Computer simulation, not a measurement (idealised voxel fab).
Title: Process Module voxel wiring stack
Section shown: cut. Width: 255 nm. Cell size: 5 nm, square.
This document writes a cross-section as a grid whose cells are square, and gives it as bands, listed from the top down; one or more rows of cells form a band.
Band entry format. Leading values: height of top, height of bottom, nm. Remainder: materials in left-to-right order, each with its width in nm. Special words: "throughout" on a single material, which then fills the band edge to edge; "blank", empty space.
Ref level 0: as-received wafer is one material below here. Bottom band extends down with no lower bound ("top 0, no bottom").
With a width like "30..40", each row of cells in the band differs from the next by the same amount, the top row carrying the first number and the bottom row the second.
Reading "left unchanged" for a step: not a cell of the cross-section changed in it.
"Completely sealed voids" lists enclosed empty spaces (at least 8 cells, no open path upward to the top), each as width x height at distance from the left edge, in nm.
What comes after the settings on a step's line is commentary from the simulator itself on that step.
"overlay nm" on a masked step: distance the mask lay right of its planned place, negative for left.
Reading guide: pairs of cross-sections, before and after one process step; after view cut off at lowest changed band; step and settings listed under each pair. Pairs may stem from different runs of this module on the same starting wafer; continuity with the pair above only where the "Pre-step view" entry states it.
### Pre-step view
* top 65, bottom 45: lowk 25 nm, then blank 25 nm, then lowk 30 nm, then blank 25 nm, then lowk 30 nm, then blank 25 nm, then lowk 30 nm, then blank 25 nm, then lowk 40 nm
* top 45, bottom 40: SiCN throughout
* top 40, bottom 15: SiO2 30 nm, then Ru 25 nm, then SiO2 30 nm, then Ru 25 nm, then SiO2 30 nm, then Ru 25 nm, then SiO2 30 nm, then Ru 25 nm, then SiO2 35 nm
* top 15, bottom 10: SiO2 30 nm, then TiN 25 nm, then SiO2 30 nm, then TiN 25 nm, then SiO2 30 nm, then TiN 25 nm, then SiO2 30 nm, then TiN 25 nm, then SiO2 35 nm
* top 10, bottom 0: SiO2 throughout
* top 0, no bottom: Si throughout
* Completely sealed voids: none
### Post-Process Section
* top 65, bottom 45: lowk 25 nm, then blank 25 nm, then lowk 30 nm, then blank 25 nm, then lowk 30 nm, then blank 25 nm, then lowk 30 nm, then blank 25 nm, then lowk 40 nm
* top 45, bottom 40: SiCN 30 nm, then blank 15 nm, then SiCN 40 nm, then blank 15 nm, then SiCN 40 nm, then blank 15 nm, then SiCN 40 nm, then blank 15 nm, then SiCN 45 nm
* Under 40: no change, same as before.
* Completely sealed voids: none
Link between the two cross-sections above: MASKED_ETCH [tone open] [mask id PLUG_1] [width nm 15] [pitch nm 55] [etch materials SiCN] [depth nm 5] [overlay nm 0]
Pre-step view: after-state, pair directly above.
### Post-Process Section
* top 70, bottom 65: TiN 30 nm, then blank 15 nm, then TiN 40 nm, then blank 15 nm, then TiN 40 nm, then blank 15 nm, then TiN 40 nm, then blank 15 nm, then TiN 45 nm
* top 65, bottom 50: lowk 25 nm, then TiN 5 nm, then blank 15 nm, then TiN 5 nm, then lowk 30 nm, then TiN 5 nm, then blank 15 nm, then TiN 5 nm, then lowk 30 nm, then TiN 5 nm, then blank 15 nm, then TiN 5 nm, then lowk 30 nm, then TiN 5 nm, then blank 15 nm, then TiN 5 nm, then lowk 40 nm
* top 50, bottom 45: lowk 25 nm, then TiN 10 nm, then blank 5 nm, then TiN 10 nm, then lowk 30 nm, then TiN 10 nm, then blank 5 nm, then TiN 10 nm, then lowk 30 nm, then TiN 10 nm, then blank 5 nm, then TiN 10 nm, then lowk 30 nm, then TiN 10 nm, then blank 5 nm, then TiN 10 nm, then lowk 40 nm
* top 45, bottom 40: SiCN 30 nm, then TiN 15 nm, then SiCN 40 nm, then TiN 15 nm, then SiCN 40 nm, then TiN 15 nm, then SiCN 40 nm, then TiN 15 nm, then SiCN 45 nm
* Under 40: no change, same as before.
* Completely sealed voids: none
Link between the two cross-sections above: CONFORMAL_DEP [material TiN] [thk nm 5]
Pre-step view: after-state, pair directly above.
### Post-Process Section
* top 75, bottom 70: W throughout
* top 70, bottom 65: TiN 30 nm, then W 15 nm, then TiN 40 nm, then W 15 nm, then TiN 40 nm, then W 15 nm, then TiN 40 nm, then W 15 nm, then TiN 45 nm
* top 65, bottom 50: lowk 25 nm, then TiN 5 nm, then W 15 nm, then TiN 5 nm, then lowk 30 nm, then TiN 5 nm, then W 15 nm, then TiN 5 nm, then lowk 30 nm, then TiN 5 nm, then W 15 nm, then TiN 5 nm, then lowk 30 nm, then TiN 5 nm, then W 15 nm, then TiN 5 nm, then lowk 40 nm
* top 50, bottom 45: lowk 25 nm, then TiN 10 nm, then W 5 nm, then TiN 10 nm, then lowk 30 nm, then TiN 10 nm, then W 5 nm, then TiN 10 nm, then lowk 30 nm, then TiN 10 nm, then W 5 nm, then TiN 10 nm, then lowk 30 nm, then TiN 10 nm, then W 5 nm, then TiN 10 nm, then lowk 40 nm
* Under 45: no change, same as before.
* Completely sealed voids: none
Link between the two cross-sections above: FILL_DEP [material W] [thk nm 5]
Pre-step view: after-state, pair directly above.
### Post-Process Section
* top 65, bottom 50: lowk 25 nm, then TiN 5 nm, then W 15 nm, then TiN 5 nm, then lowk 30 nm, then TiN 5 nm, then W 15 nm, then TiN 5 nm, then lowk 30 nm, then TiN 5 nm, then W 15 nm, then TiN 5 nm, then lowk 30 nm, then TiN 5 nm, then W 15 nm, then TiN 5 nm, then lowk 40 nm
* Under 50: no change, same as before.
* Completely sealed voids: none
Link between the two cross-sections above: CMP [height nm 65]
Pre-step view: after-state, pair directly above.
### Post-Process Section
* top 70, bottom 65: SiN throughout
* Under 65: no change, same as before.
* Completely sealed voids: none
Link between the two cross-sections above: CONFORMAL_DEP [material SiN] [thk nm 5]
Pre-step view: after-state, pair directly above.
### Post-Process Section
* top 90, bottom 70: lowk throughout
* Under 70: no change, same as before.
* Completely sealed voids: none
Link between the two cross-sections above: DIRECTIONAL_DEP [material lowk] [thk nm 20]
Pre-step view: after-state, pair directly above.
### Post-Process Section
* top 90, bottom 70: lowk 30 nm, then blank 25 nm, then lowk 30 nm, then blank 25 nm, then lowk 30 nm, then blank 25 nm, then lowk 30 nm, then blank 25 nm, then lowk 35 nm
* Under 70: no change, same as before.
* Completely sealed voids: none
Link between the two cross-sections above: MASKED_ETCH [tone open] [mask id METAL_2] [width nm 25] [pitch nm 55] [etch materials lowk] [depth nm 20] [overlay nm 0]
Pre-step view: after-state, pair directly above.
### Post-Process Section
* top 90, bottom 70: lowk 30 nm, then blank 25 nm, then lowk 30 nm, then blank 25 nm, then lowk 30 nm, then blank 25 nm, then lowk 30 nm, then blank 25 nm, then lowk 35 nm
* top 70, bottom 65: SiN 30 nm, then blank 25 nm, then SiN 30 nm, then blank 25 nm, then SiN 30 nm, then blank 25 nm, then SiN 30 nm, then blank 25 nm, then SiN 35 nm
* Under 65: no change, same as before.
* Completely sealed voids: none
Link between the two cross-sections above: MASKED_ETCH [tone open] [mask id METAL_2] [width nm 25] [pitch nm 55] [etch materials SiN] [depth nm 5] [overlay nm 0]
Pre-step view: after-state, pair directly above.
### Post-Process Section
* top 95, bottom 90: TiN 35 nm, then blank 15 nm, then TiN 40 nm, then blank 15 nm, then TiN 40 nm, then blank 15 nm, then TiN 40 nm, then blank 15 nm, then TiN 40 nm
* top 90, bottom 70: lowk 30 nm, then TiN 5 nm, then blank 15 nm, then TiN 5 nm, then lowk 30 nm, then TiN 5 nm, then blank 15 nm, then TiN 5 nm, then lowk 30 nm, then TiN 5 nm, then blank 15 nm, then TiN 5 nm, then lowk 30 nm, then TiN 5 nm, then blank 15 nm, then TiN 5 nm, then lowk 35 nm
* top 70, bottom 65: SiN 30 nm, then TiN 25 nm, then SiN 30 nm, then TiN 25 nm, then SiN 30 nm, then TiN 25 nm, then SiN 30 nm, then TiN 25 nm, then SiN 35 nm
* Under 65: no change, same as before.
* Completely sealed voids: none
Link between the two cross-sections above: CONFORMAL_DEP [material TiN] [thk nm 5]
Pre-step view: after-state, pair directly above.
### Post-Process Section
* top 105, bottom 95: Cu throughout
* top 95, bottom 90: TiN 35 nm, then Cu 15 nm, then TiN 40 nm, then Cu 15 nm, then TiN 40 nm, then Cu 15 nm, then TiN 40 nm, then Cu 15 nm, then TiN 40 nm
* top 90, bottom 70: lowk 30 nm, then TiN 5 nm, then Cu 15 nm, then TiN 5 nm, then lowk 30 nm, then TiN 5 nm, then Cu 15 nm, then TiN 5 nm, then lowk 30 nm, then TiN 5 nm, then Cu 15 nm, then TiN 5 nm, then lowk 30 nm, then TiN 5 nm, then Cu 15 nm, then TiN 5 nm, then lowk 35 nm
* Under 70: no change, same as before.
* Completely sealed voids: none
Link between the two cross-sections above: FILL_DEP [material Cu] [thk nm 10]
Pre-step view: after-state, pair directly above.
### Post-Process Section
* top 90, bottom 70: lowk 30 nm, then TiN 5 nm, then Cu 15 nm, then TiN 5 nm, then lowk 30 nm, then TiN 5 nm, then Cu 15 nm, then TiN 5 nm, then lowk 30 nm, then TiN 5 nm, then Cu 15 nm, then TiN 5 nm, then lowk 30 nm, then TiN 5 nm, then Cu 15 nm, then TiN 5 nm, then lowk 35 nm
* Under 70: no change, same as before.
* Completely sealed voids: none
Link between the two cross-sections above: CMP [height nm 90]
Pre-step view: after-state, pair directly above.
### Post-Process Section
* top 95, bottom 90: SiCN throughout
* Under 90: no change, same as before.
* Completely sealed voids: none
Link between the two cross-sections above: CONFORMAL_DEP [material SiCN] [thk nm 5]
### Pre-step view
* top 90, bottom 70: lowk 30 nm, then blank 25 nm, then lowk 30 nm, then blank 25 nm, then lowk 30 nm, then blank 25 nm, then lowk 30 nm, then blank 25 nm, then lowk 35 nm
* top 70, bottom 65: SiN throughout
* top 65, bottom 45: lowk 30 nm, then TiN 5 nm, then W 5 nm, then TiN 5 nm, then lowk 40 nm, then TiN 5 nm, then W 5 nm, then TiN 5 nm, then lowk 40 nm, then TiN 5 nm, then W 5 nm, then TiN 5 nm, then lowk 40 nm, then TiN 5 nm, then W 5 nm, then TiN 5 nm, then lowk 45 nm
* top 45, bottom 40: SiCN 30 nm, then TiN 15 nm, then SiCN 40 nm, then TiN 15 nm, then SiCN 40 nm, then TiN 15 nm, then SiCN 40 nm, then TiN 15 nm, then SiCN 45 nm
* top 40, bottom 15: SiO2 30 nm, then Ru 25 nm, then SiO2 30 nm, then Ru 25 nm, then SiO2 30 nm, then Ru 25 nm, then SiO2 30 nm, then Ru 25 nm, then SiO2 35 nm
* top 15, bottom 10: SiO2 30 nm, then TiN 25 nm, then SiO2 30 nm, then TiN 25 nm, then SiO2 30 nm, then TiN 25 nm, then SiO2 30 nm, then TiN 25 nm, then SiO2 35 nm
* top 10, bottom 0: SiO2 throughout
* top 0, no bottom: Si throughout
* Completely sealed voids: none
### Post-Process Section
* top 90, bottom 70: lowk 30 nm, then blank 25 nm, then lowk 30 nm, then blank 25 nm, then lowk 30 nm, then blank 25 nm, then lowk 30 nm, then blank 25 nm, then lowk 35 nm
* top 70, bottom 65: SiN 30 nm, then blank 20 nm, then SiN 35 nm, then blank 20 nm, then SiN 35 nm, then blank 20 nm, then SiN 35 nm, then blank 20 nm, then SiN 40 nm
* Under 65: no change, same as before.
* Completely sealed voids: none
Link between the two cross-sections above: MASKED_ETCH [tone open] [mask id METAL_2] [width nm 25] [pitch nm 55] [etch materials SiN] [depth nm 5] [overlay nm -5]
Pre-step view: after-state, pair directly above.
### Post-Process Section
* top 95, bottom 90: TiN 35 nm, then blank 15 nm, then TiN 40 nm, then blank 15 nm, then TiN 40 nm, then blank 15 nm, then TiN 40 nm, then blank 15 nm, then TiN 40 nm
* top 90, bottom 75: lowk 30 nm, then TiN 5 nm, then blank 15 nm, then TiN 5 nm, then lowk 30 nm, then TiN 5 nm, then blank 15 nm, then TiN 5 nm, then lowk 30 nm, then TiN 5 nm, then blank 15 nm, then TiN 5 nm, then lowk 30 nm, then TiN 5 nm, then blank 15 nm, then TiN 5 nm, then lowk 35 nm
* top 75, bottom 70: lowk 30 nm, then TiN 5 nm, then blank 10 nm, then TiN 10 nm, then lowk 30 nm, then TiN 5 nm, then blank 10 nm, then TiN 10 nm, then lowk 30 nm, then TiN 5 nm, then blank 10 nm, then TiN 10 nm, then lowk 30 nm, then TiN 5 nm, then blank 10 nm, then TiN 10 nm, then lowk 35 nm
* top 70, bottom 65: SiN 30 nm, then TiN 20 nm, then SiN 35 nm, then TiN 20 nm, then SiN 35 nm, then TiN 20 nm, then SiN 35 nm, then TiN 20 nm, then SiN 40 nm
* Under 65: no change, same as before.
* Completely sealed voids: none
Link between the two cross-sections above: CONFORMAL_DEP [material TiN] [thk nm 5]
Pre-step view: after-state, pair directly above.
### Post-Process Section
* top 105, bottom 95: Cu throughout
* top 95, bottom 90: TiN 35 nm, then Cu 15 nm, then TiN 40 nm, then Cu 15 nm, then TiN 40 nm, then Cu 15 nm, then TiN 40 nm, then Cu 15 nm, then TiN 40 nm
* top 90, bottom 75: lowk 30 nm, then TiN 5 nm, then Cu 15 nm, then TiN 5 nm, then lowk 30 nm, then TiN 5 nm, then Cu 15 nm, then TiN 5 nm, then lowk 30 nm, then TiN 5 nm, then Cu 15 nm, then TiN 5 nm, then lowk 30 nm, then TiN 5 nm, then Cu 15 nm, then TiN 5 nm, then lowk 35 nm
* top 75, bottom 70: lowk 30 nm, then TiN 5 nm, then Cu 10 nm, then TiN 10 nm, then lowk 30 nm, then TiN 5 nm, then Cu 10 nm, then TiN 10 nm, then lowk 30 nm, then TiN 5 nm, then Cu 10 nm, then TiN 10 nm, then lowk 30 nm, then TiN 5 nm, then Cu 10 nm, then TiN 10 nm, then lowk 35 nm
* Under 70: no change, same as before.
* Completely sealed voids: none
Link between the two cross-sections above: FILL_DEP [material Cu] [thk nm 10]
Pre-step view: after-state, pair directly above.
### Post-Process Section
* top 90, bottom 75: lowk 30 nm, then TiN 5 nm, then Cu 15 nm, then TiN 5 nm, then lowk 30 nm, then TiN 5 nm, then Cu 15 nm, then TiN 5 nm, then lowk 30 nm, then TiN 5 nm, then Cu 15 nm, then TiN 5 nm, then lowk 30 nm, then TiN 5 nm, then Cu 15 nm, then TiN 5 nm, then lowk 35 nm
* Under 75: no change, same as before.
* Completely sealed voids: none
Link between the two cross-sections above: CMP [height nm 90]
Pre-step view: after-state, pair directly above.
### Post-Process Section
* top 95, bottom 90: SiCN throughout
* Under 90: no change, same as before.
* Completely sealed voids: none
Link between the two cross-sections above: CONFORMAL_DEP [material SiCN] [thk nm 5]
### Pre-step view
* top 10, bottom 0: SiO2 throughout
* top 0, no bottom: Si throughout
* Completely sealed voids: none
### Post-Process Section
* top 15, bottom 10: W throughout
* Under 10: no change, same as before.
* Completely sealed voids: none
Link between the two cross-sections above: DIRECTIONAL_DEP [material W] [thk nm 5]
Pre-step view: after-state, pair directly above.
### Post-Process Section
* top 40, bottom 15: Ru throughout
* Under 15: no change, same as before.
* Completely sealed voids: none
Link between the two cross-sections above: DIRECTIONAL_DEP [material Ru] [thk nm 25]
Pre-step view: after-state, pair directly above.
### Post-Process Section
* top 55, bottom 40: blank 30 nm, then resist 25 nm, then blank 30 nm, then resist 25 nm, then blank 30 nm, then resist 25 nm, then blank 30 nm, then resist 25 nm, then blank 35 nm
* Under 40: no change, same as before.
* Completely sealed voids: none
Link between the two cross-sections above: PATTERN [tone cover] [mask id METAL_1] [material resist] [width nm 25] [pitch nm 55] [thk nm 15] [overlay nm 0]
Pre-step view: after-state, pair directly above.
### Post-Process Section
* top 55, bottom 40: blank 30 nm, then resist 25 nm, then blank 30 nm, then resist 25 nm, then blank 30 nm, then resist 25 nm, then blank 30 nm, then resist 25 nm, then blank 35 nm
* top 40, bottom 15: blank 30 nm, then Ru 25 nm, then blank 30 nm, then Ru 25 nm, then blank 30 nm, then Ru 25 nm, then blank 30 nm, then Ru 25 nm, then blank 35 nm
* Under 15: no change, same as before.
* Completely sealed voids: none
Link between the two cross-sections above: DIRECTIONAL_ETCH [etch materials Ru] [depth nm 25]
Pre-step view: after-state, pair directly above.
### Post-Process Section
* top 40, bottom 15: blank 30 nm, then Ru 25 nm, then blank 30 nm, then Ru 25 nm, then blank 30 nm, then Ru 25 nm, then blank 30 nm, then Ru 25 nm, then blank 35 nm
* Under 15: no change, same as before.
* Completely sealed voids: none
Link between the two cross-sections above: STRIP [etch materials resist]
Pre-step view: after-state, pair directly above.
### Post-Process Section
* top 45, bottom 40: SiO2 throughout
* top 40, bottom 15: SiO2 30 nm, then Ru 25 nm, then SiO2 30 nm, then Ru 25 nm, then SiO2 30 nm, then Ru 25 nm, then SiO2 30 nm, then Ru 25 nm, then SiO2 35 nm
* Under 15: no change, same as before.
* Completely sealed voids: none
Link between the two cross-sections above: FILL_DEP [material SiO2] [thk nm 5]
Pre-step view: after-state, pair directly above.
### Post-Process Section
* top 40, bottom 15: SiO2 30 nm, then Ru 25 nm, then SiO2 30 nm, then Ru 25 nm, then SiO2 30 nm, then Ru 25 nm, then SiO2 30 nm, then Ru 25 nm, then SiO2 35 nm
* Under 15: no change, same as before.
* Completely sealed voids: none
Link between the two cross-sections above: CMP [height nm 40]
Pre-step view: after-state, pair directly above.
### Post-Process Section
* top 45, bottom 40: SiCN throughout
* Under 40: no change, same as before.
* Completely sealed voids: none
Link between the two cross-sections above: CONFORMAL_DEP [material SiCN] [thk nm 5]
Pre-step view: after-state, pair directly above.
### Post-Process Section
* top 65, bottom 45: lowk throughout
* Under 45: no change, same as before.
* Completely sealed voids: none
Link between the two cross-sections above: DIRECTIONAL_DEP [material lowk] [thk nm 20]
Pre-step view: after-state, pair directly above.
### Post-Process Section
* top 65, bottom 45: lowk 30 nm, then blank 15 nm, then lowk 40 nm, then blank 15 nm, then lowk 40 nm, then blank 15 nm, then lowk 40 nm, then blank 15 nm, then lowk 45 nm
* Under 45: no change, same as before.
* Completely sealed voids: none
Link between the two cross-sections above: MASKED_ETCH [tone open] [mask id PLUG_1] [width nm 15] [pitch nm 55] [etch materials lowk] [depth nm 20] [overlay nm 0]
Pre-step view: after-state, pair directly above.
### Post-Process Section
* top 65, bottom 45: lowk 30 nm, then blank 15 nm, then lowk 40 nm, then blank 15 nm, then lowk 40 nm, then blank 15 nm, then lowk 40 nm, then blank 15 nm, then lowk 45 nm
* top 45, bottom 40: SiCN 30 nm, then blank 15 nm, then SiCN 40 nm, then blank 15 nm, then SiCN 40 nm, then blank 15 nm, then SiCN 40 nm, then blank 15 nm, then SiCN 45 nm
* Under 40: no change, same as before.
* Completely sealed voids: none
Link between the two cross-sections above: MASKED_ETCH [tone open] [mask id PLUG_1] [width nm 15] [pitch nm 55] [etch materials SiCN] [depth nm 5] [overlay nm 0]
Pre-step view: after-state, pair directly above.
### Post-Process Section
* top 70, bottom 65: TiN 35 nm, then blank 5 nm, then TiN 50 nm, then blank 5 nm, then TiN 50 nm, then blank 5 nm, then TiN 50 nm, then blank 5 nm, then TiN 50 nm
* top 65, bottom 45: lowk 30 nm, then TiN 5 nm, then blank 5 nm, then TiN 5 nm, then lowk 40 nm, then TiN 5 nm, then blank 5 nm, then TiN 5 nm, then lowk 40 nm, then TiN 5 nm, then blank 5 nm, then TiN 5 nm, then lowk 40 nm, then TiN 5 nm, then blank 5 nm, then TiN 5 nm, then lowk 45 nm
* top 45, bottom 40: SiCN 30 nm, then TiN 15 nm, then SiCN 40 nm, then TiN 15 nm, then SiCN 40 nm, then TiN 15 nm, then SiCN 40 nm, then TiN 15 nm, then SiCN 45 nm
* Under 40: no change, same as before.
* Completely sealed voids: none
Link between the two cross-sections above: CONFORMAL_DEP [material TiN] [thk nm 5]
Pre-step view: after-state, pair directly above.
### Post-Process Section
* top 75, bottom 70: W throughout
* top 70, bottom 65: TiN 35 nm, then W 5 nm, then TiN 50 nm, then W 5 nm, then TiN 50 nm, then W 5 nm, then TiN 50 nm, then W 5 nm, then TiN 50 nm
* top 65, bottom 45: lowk 30 nm, then TiN 5 nm, then W 5 nm, then TiN 5 nm, then lowk 40 nm, then TiN 5 nm, then W 5 nm, then TiN 5 nm, then lowk 40 nm, then TiN 5 nm, then W 5 nm, then TiN 5 nm, then lowk 40 nm, then TiN 5 nm, then W 5 nm, then TiN 5 nm, then lowk 45 nm
* Under 45: no change, same as before.
* Completely sealed voids: none
Link between the two cross-sections above: FILL_DEP [material W] [thk nm 5]
Pre-step view: after-state, pair directly above.
### Post-Process Section
* top 65, bottom 45: lowk 30 nm, then TiN 5 nm, then W 5 nm, then TiN 5 nm, then lowk 40 nm, then TiN 5 nm, then W 5 nm, then TiN 5 nm, then lowk 40 nm, then TiN 5 nm, then W 5 nm, then TiN 5 nm, then lowk 40 nm, then TiN 5 nm, then W 5 nm, then TiN 5 nm, then lowk 45 nm
* Under 45: no change, same as before.
* Completely sealed voids: none
Link between the two cross-sections above: CMP [height nm 65]
Pre-step view: after-state, pair directly above.
### Post-Process Section
* top 70, bottom 65: SiN throughout
* Under 65: no change, same as before.
* Completely sealed voids: none
Link between the two cross-sections above: CONFORMAL_DEP [material SiN] [thk nm 5]
Pre-step view: after-state, pair directly above.
### Post-Process Section
* top 90, bottom 70: lowk throughout
* Under 70: no change, same as before.
* Completely sealed voids: none
Link between the two cross-sections above: DIRECTIONAL_DEP [material lowk] [thk nm 20]
Pre-step view: after-state, pair directly above.
### Post-Process Section
* top 90, bottom 70: lowk 30 nm, then blank 25 nm, then lowk 30 nm, then blank 25 nm, then lowk 30 nm, then blank 25 nm, then lowk 30 nm, then blank 25 nm, then lowk 35 nm
* Under 70: no change, same as before.
* Completely sealed voids: none
Link between the two cross-sections above: MASKED_ETCH [tone open] [mask id METAL_2] [width nm 25] [pitch nm 55] [etch materials lowk] [depth nm 20] [overlay nm 0]
Pre-step view: after-state, pair directly above.
### Post-Process Section
* top 90, bottom 70: lowk 30 nm, then blank 25 nm, then lowk 30 nm, then blank 25 nm, then lowk 30 nm, then blank 25 nm, then lowk 30 nm, then blank 25 nm, then lowk 35 nm
* top 70, bottom 65: SiN 30 nm, then blank 25 nm, then SiN 30 nm, then blank 25 nm, then SiN 30 nm, then blank 25 nm, then SiN 30 nm, then blank 25 nm, then SiN 35 nm
* Under 65: no change, same as before.
* Completely sealed voids: none
Link between the two cross-sections above: MASKED_ETCH [tone open] [mask id METAL_2] [width nm 25] [pitch nm 55] [etch materials SiN] [depth nm 5] [overlay nm 0]
Pre-step view: after-state, pair directly above.
### Post-Process Section
* top 95, bottom 90: TiN 35 nm, then blank 15 nm, then TiN 40 nm, then blank 15 nm, then TiN 40 nm, then blank 15 nm, then TiN 40 nm, then blank 15 nm, then TiN 40 nm
* top 90, bottom 70: lowk 30 nm, then TiN 5 nm, then blank 15 nm, then TiN 5 nm, then lowk 30 nm, then TiN 5 nm, then blank 15 nm, then TiN 5 nm, then lowk 30 nm, then TiN 5 nm, then blank 15 nm, then TiN 5 nm, then lowk 30 nm, then TiN 5 nm, then blank 15 nm, then TiN 5 nm, then lowk 35 nm
* top 70, bottom 65: SiN 30 nm, then TiN 25 nm, then SiN 30 nm, then TiN 25 nm, then SiN 30 nm, then TiN 25 nm, then SiN 30 nm, then TiN 25 nm, then SiN 35 nm
* Under 65: no change, same as before.
* Completely sealed voids: none
Link between the two cross-sections above: CONFORMAL_DEP [material TiN] [thk nm 5]
Pre-step view: after-state, pair directly above.
### Post-Process Section
* top 105, bottom 95: Cu throughout
* top 95, bottom 90: TiN 35 nm, then Cu 15 nm, then TiN 40 nm, then Cu 15 nm, then TiN 40 nm, then Cu 15 nm, then TiN 40 nm, then Cu 15 nm, then TiN 40 nm
* top 90, bottom 70: lowk 30 nm, then TiN 5 nm, then Cu 15 nm, then TiN 5 nm, then lowk 30 nm, then TiN 5 nm, then Cu 15 nm, then TiN 5 nm, then lowk 30 nm, then TiN 5 nm, then Cu 15 nm, then TiN 5 nm, then lowk 30 nm, then TiN 5 nm, then Cu 15 nm, then TiN 5 nm, then lowk 35 nm
* Under 70: no change, same as before.
* Completely sealed voids: none
Link between the two cross-sections above: FILL_DEP [material Cu] [thk nm 10]
Pre-step view: after-state, pair directly above.
### Post-Process Section
* top 90, bottom 70: lowk 30 nm, then TiN 5 nm, then Cu 15 nm, then TiN 5 nm, then lowk 30 nm, then TiN 5 nm, then Cu 15 nm, then TiN 5 nm, then lowk 30 nm, then TiN 5 nm, then Cu 15 nm, then TiN 5 nm, then lowk 30 nm, then TiN 5 nm, then Cu 15 nm, then TiN 5 nm, then lowk 35 nm
* Under 70: no change, same as before.
* Completely sealed voids: none
Link between the two cross-sections above: CMP [height nm 90]
Pre-step view: after-state, pair directly above.
### Post-Process Section
* top 95, bottom 90: SiCN throughout
* Under 90: no change, same as before.
* Completely sealed voids: none
Link between the two cross-sections above: CONFORMAL_DEP [material SiCN] [thk nm 5]
### Pre-step view
* top 65, bottom 45: lowk throughout
* top 45, bottom 40: SiCN throughout
* top 40, bottom 15: SiO2 30 nm, then Ru 25 nm, then SiO2 30 nm, then Ru 25 nm, then SiO2 30 nm, then Ru 25 nm, then SiO2 30 nm, then Ru 25 nm, then SiO2 35 nm
* top 15, bottom 10: SiO2 30 nm, then TiN 25 nm, then SiO2 30 nm, then TiN 25 nm, then SiO2 30 nm, then TiN 25 nm, then SiO2 30 nm, then TiN 25 nm, then SiO2 35 nm
* top 10, bottom 0: SiO2 throughout
* top 0, no bottom: Si throughout
* Completely sealed voids: none
### Post-Process Section
* top 65, bottom 45: blank 30 nm, then lowk 15 nm, then blank 40 nm, then lowk 15 nm, then blank 40 nm, then lowk 15 nm, then blank 40 nm, then lowk 15 nm, then blank 45 nm
* Under 45: no change, same as before.
* Completely sealed voids: none
Link between the two cross-sections above: MASKED_ETCH [tone cover] [mask id PLUG_1] [width nm 15] [pitch nm 55] [etch materials lowk] [depth nm 20] [overlay nm 0]
Pre-step view: after-state, pair directly above.
### Post-Process Section
* top 70, bottom 65: blank 25 nm, then TiN 25 nm, then blank 30 nm, then TiN 25 nm, then blank 30 nm, then TiN 25 nm, then blank 30 nm, then TiN 25 nm, then blank 40 nm
* top 65, bottom 50: blank 25 nm, then TiN 5 nm, then lowk 15 nm, then TiN 5 nm, then blank 30 nm, then TiN 5 nm, then lowk 15 nm, then TiN 5 nm, then blank 30 nm, then TiN 5 nm, then lowk 15 nm, then TiN 5 nm, then blank 30 nm, then TiN 5 nm, then lowk 15 nm, then TiN 5 nm, then blank 40 nm
* top 50, bottom 45: TiN 30 nm, then lowk 15 nm, then TiN 40 nm, then lowk 15 nm, then TiN 40 nm, then lowk 15 nm, then TiN 40 nm, then lowk 15 nm, then TiN 45 nm
* Under 45: no change, same as before.
* Completely sealed voids: none
Link between the two cross-sections above: CONFORMAL_DEP [material TiN] [thk nm 5]
Pre-step view: after-state, pair directly above.
### Post-Process Section
* top 75, bottom 70: W throughout
* top 70, bottom 65: W 25 nm, then TiN 25 nm, then W 30 nm, then TiN 25 nm, then W 30 nm, then TiN 25 nm, then W 30 nm, then TiN 25 nm, then W 40 nm
* top 65, bottom 50: W 25 nm, then TiN 5 nm, then lowk 15 nm, then TiN 5 nm, then W 30 nm, then TiN 5 nm, then lowk 15 nm, then TiN 5 nm, then W 30 nm, then TiN 5 nm, then lowk 15 nm, then TiN 5 nm, then W 30 nm, then TiN 5 nm, then lowk 15 nm, then TiN 5 nm, then W 40 nm
* Under 50: no change, same as before.
* Completely sealed voids: none
Link between the two cross-sections above: FILL_DEP [material W] [thk nm 5]
Pre-step view: after-state, pair directly above.
### Post-Process Section
* top 65, bottom 50: W 25 nm, then TiN 5 nm, then lowk 15 nm, then TiN 5 nm, then W 30 nm, then TiN 5 nm, then lowk 15 nm, then TiN 5 nm, then W 30 nm, then TiN 5 nm, then lowk 15 nm, then TiN 5 nm, then W 30 nm, then TiN 5 nm, then lowk 15 nm, then TiN 5 nm, then W 40 nm
* Under 50: no change, same as before.
* Completely sealed voids: none
Link between the two cross-sections above: CMP [height nm 65]
Pre-step view: after-state, pair directly above.
### Post-Process Section
* top 70, bottom 65: SiN throughout
* Under 65: no change, same as before.
* Completely sealed voids: none
Link between the two cross-sections above: CONFORMAL_DEP [material SiN] [thk nm 5]
Pre-step view: after-state, pair directly above.
### Post-Process Section
* top 90, bottom 70: lowk throughout
* Under 70: no change, same as before.
* Completely sealed voids: none
Link between the two cross-sections above: DIRECTIONAL_DEP [material lowk] [thk nm 20]
Pre-step view: after-state, pair directly above.
### Post-Process Section
* top 90, bottom 70: lowk 30 nm, then blank 25 nm, then lowk 30 nm, then blank 25 nm, then lowk 30 nm, then blank 25 nm, then lowk 30 nm, then blank 25 nm, then lowk 35 nm
* Under 70: no change, same as before.
* Completely sealed voids: none
Link between the two cross-sections above: MASKED_ETCH [tone open] [mask id METAL_2] [width nm 25] [pitch nm 55] [etch materials lowk] [depth nm 20] [overlay nm 0]
Pre-step view: after-state, pair directly above.
### Post-Process Section
* top 90, bottom 70: lowk 30 nm, then blank 25 nm, then lowk 30 nm, then blank 25 nm, then lowk 30 nm, then blank 25 nm, then lowk 30 nm, then blank 25 nm, then lowk 35 nm
* top 70, bottom 65: SiN 30 nm, then blank 25 nm, then SiN 30 nm, then blank 25 nm, then SiN 30 nm, then blank 25 nm, then SiN 30 nm, then blank 25 nm, then SiN 35 nm
* Under 65: no change, same as before.
* Completely sealed voids: none
Link between the two cross-sections above: MASKED_ETCH [tone open] [mask id METAL_2] [width nm 25] [pitch nm 55] [etch materials SiN] [depth nm 5] [overlay nm 0]
Pre-step view: after-state, pair directly above.
### Post-Process Section
* top 95, bottom 90: TiN 35 nm, then blank 15 nm, then TiN 40 nm, then blank 15 nm, then TiN 40 nm, then blank 15 nm, then TiN 40 nm, then blank 15 nm, then TiN 40 nm
* top 90, bottom 70: lowk 30 nm, then TiN 5 nm, then blank 15 nm, then TiN 5 nm, then lowk 30 nm, then TiN 5 nm, then blank 15 nm, then TiN 5 nm, then lowk 30 nm, then TiN 5 nm, then blank 15 nm, then TiN 5 nm, then lowk 30 nm, then TiN 5 nm, then blank 15 nm, then TiN 5 nm, then lowk 35 nm
* top 70, bottom 65: SiN 30 nm, then TiN 25 nm, then SiN 30 nm, then TiN 25 nm, then SiN 30 nm, then TiN 25 nm, then SiN 30 nm, then TiN 25 nm, then SiN 35 nm
* Under 65: no change, same as before.
* Completely sealed voids: none
Link between the two cross-sections above: CONFORMAL_DEP [material TiN] [thk nm 5]
